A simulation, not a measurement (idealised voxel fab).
process module | voxel ribs on slabs
cross-section cut | 190 nm wide | cells 5 nm
A cross-section is a grid of square cells, given in bands from the top down. A band is one or more rows of cells.
Each band's line starts with the height of the band's top and of its bottom, in nm. Then come its materials from left to right, each with its width in nm. One material with "throughout" fills the band from edge to edge. "air" is empty space.
Height 0 is the level under which the wafer as received is all one material. The lowest band goes on downwards, as in "0 down".
A width such as "30 to 40" changes by the same amount from each row of cells to the next, from the band's top row to its bottom row.
"no change" after a step means that no cell of the cross-section changed.
closed voids: empty space of 8 cells or more with no open way to the top, each as width x height at its distance from the left edge, in nm
after a step's settings: what the simulator itself notes on the step
overlay nm, on a step with a mask: how far to the right of its planned place the mask lay; to the left if negative
plan
1 op RECEIVE | material Si
2 op DIRECTIONAL_DEP | material SiO2 | thk nm 25
3 op DIRECTIONAL_DEP | material SiN | thk nm 15
4 op PATTERN | tone cover | mask id RIB | material resist | width nm 30 | thk nm 20 | overlay nm 0
5 op DIRECTIONAL_ETCH | etch materials SiN | depth nm 5
6 op STRIP | etch materials resist
7 op MASKED_ETCH | tone cover | mask id SLAB | width nm 80 | etch materials SiN | depth nm 10 | overlay nm 0
8 op FILL_DEP | material SiO2 | thk nm 20
9 op CMP | height nm 50
10 op DIRECTIONAL_DEP | material TiN | thk nm 10
11 op PATTERN | tone cover | mask id HEATER | material resist | width nm 40 | thk nm 20 | overlay nm 0
12 op DIRECTIONAL_ETCH | etch materials TiN | depth nm 10
13 op STRIP | etch materials resist
14 op CONFORMAL_DEP | material SiN | thk nm 5
as received, after step 1
  0 down: Si throughout
  closed voids: none
a wafer at the end: this start, this plan, one mistake
  65 to 60: air 70 | SiN 50 | air 70
  60 to 55: air 70 | SiN 5 | TiN 40 | SiN 5 | air 70
  55 to 50: SiN 75 | TiN 40 | SiN 75
  50 to 35: SiO2 throughout
  35 to 30: SiN 55 | SiO2 80 | SiN 55
  30 to 25: SiN 55 | SiO2 25 | SiN 30 | SiO2 25 | SiN 55
  25 to 0: SiO2 throughout
  0 down: Si throughout
  closed voids: none
what went wrong: step 7 ran as: op MASKED_ETCH | tone open | mask id SLAB | width nm 80 | etch materials SiN | depth nm 10 | overlay nm 0
